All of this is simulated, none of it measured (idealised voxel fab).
Process module, titled voxel released beams
The figure presents cross-section cut, which has a width of 190 nm and is divided into square cells with an edge length of 5 nm.
Bands, listed from the top down, are how a cross-section gets written in this document; the cross-section itself is a grid of square cells, and a band is one or more rows of them. Each band's line starts with the height of the band's top and of its bottom, in nm. Then come its materials from left to right, each with its width in nm. One material with "edge to edge" fills the band from edge to edge. "air" is empty space. Where do heights start? At 0: under that level the wafer as delivered is made of one material only. And the lowest band has no floor; it just carries on downward, as in "0 and below". The expression "30->40" gives the width at the extremes of the band, the first number at its top row of cells and the second at its bottom row, with the width changing by equal amounts from each row to the next in between. You'll sometimes find "same as before" written for a step, and that's the way of saying that nowhere in the cross-section did a cell change during that step. Empty spaces without an open route to the top, at least 8 cells in extent, make up the entry "Catalogued sealed voids"; each is given as width x height at distance, where the distance is measured from the left edge, and all are in nm. On a step's line, text after the settings is the simulator commenting on that step. overlay nm, on a step with a mask: how far to the right of its planned place the mask lay; to the left if negative.

## Process steps (planned)
step 1: RECEIVE (material Si)
step 2: CONFORMAL_DEP (material Al2O3; thk nm 5)
step 3: DIRECTIONAL_DEP (material SiO2; thk nm 20)
step 4: MASKED_ETCH (tone open; mask id ANCHOR; width nm 35; etch materials SiO2; depth nm 20; overlay nm 0)
step 5: CONFORMAL_DEP (material W; thk nm 15)
step 6: MASKED_ETCH (tone cover; mask id BEAM; width nm 80; etch materials W; depth nm 15; overlay nm 0)
step 7: STRIP (etch materials SiO2)
The wafers are alike at the start. At step 6, their width nm differs. The plan lists the first wafer's value.

## As-received state after step 1, first of several wafers, cross-section
* 0 and below = Si edge to edge
* Catalogued sealed voids: none

## Wafer cross-section (first of several) - module end, post step 7 (last step)
* 40 down to 25 = 50 nm air; 15 nm W; 5 nm air; 60 nm W; 60 nm air
* 25 down to 20 = 50 nm air; 15 nm W; 5 nm air; 15 nm W; 105 nm air
* 20 down to 5 = 50 nm air; 35 nm W; 105 nm air
* 5 down to 0 = Al2O3 edge to edge
* 0 and below = Si edge to edge
* Catalogued sealed voids: none

## The last wafer as seen in cross-section at the end of the module
* 40 down to 25 = 40 nm air; 25 nm W; 5 nm air; 75 nm W; 45 nm air
* 25 down to 20 = 50 nm air; 15 nm W; 5 nm air; 15 nm W; 105 nm air
* 20 down to 5 = 50 nm air; 35 nm W; 105 nm air
* 5 down to 0 = Al2O3 edge to edge
* 0 and below = Si edge to edge
* Catalogued sealed voids: none

## Here is how to read the rows: every wafer has a row, and it shows the wafer at the end of the module, giving for each material how many cells were gained (+) or lost (-) since the wafer was received, then listing its closed voids
width nm 80, +38 Al2O3, +72 W, Catalogued sealed voids: none
width nm 85, +38 Al2O3, +75 W, Catalogued sealed voids: none
width nm 90, +38 Al2O3, +78 W, Catalogued sealed voids: none
width nm 95, +38 Al2O3, +81 W, Catalogued sealed voids: none
width nm 100, +38 Al2O3, +84 W, Catalogued sealed voids: none
width nm 105, +38 Al2O3, +87 W, Catalogued sealed voids: none
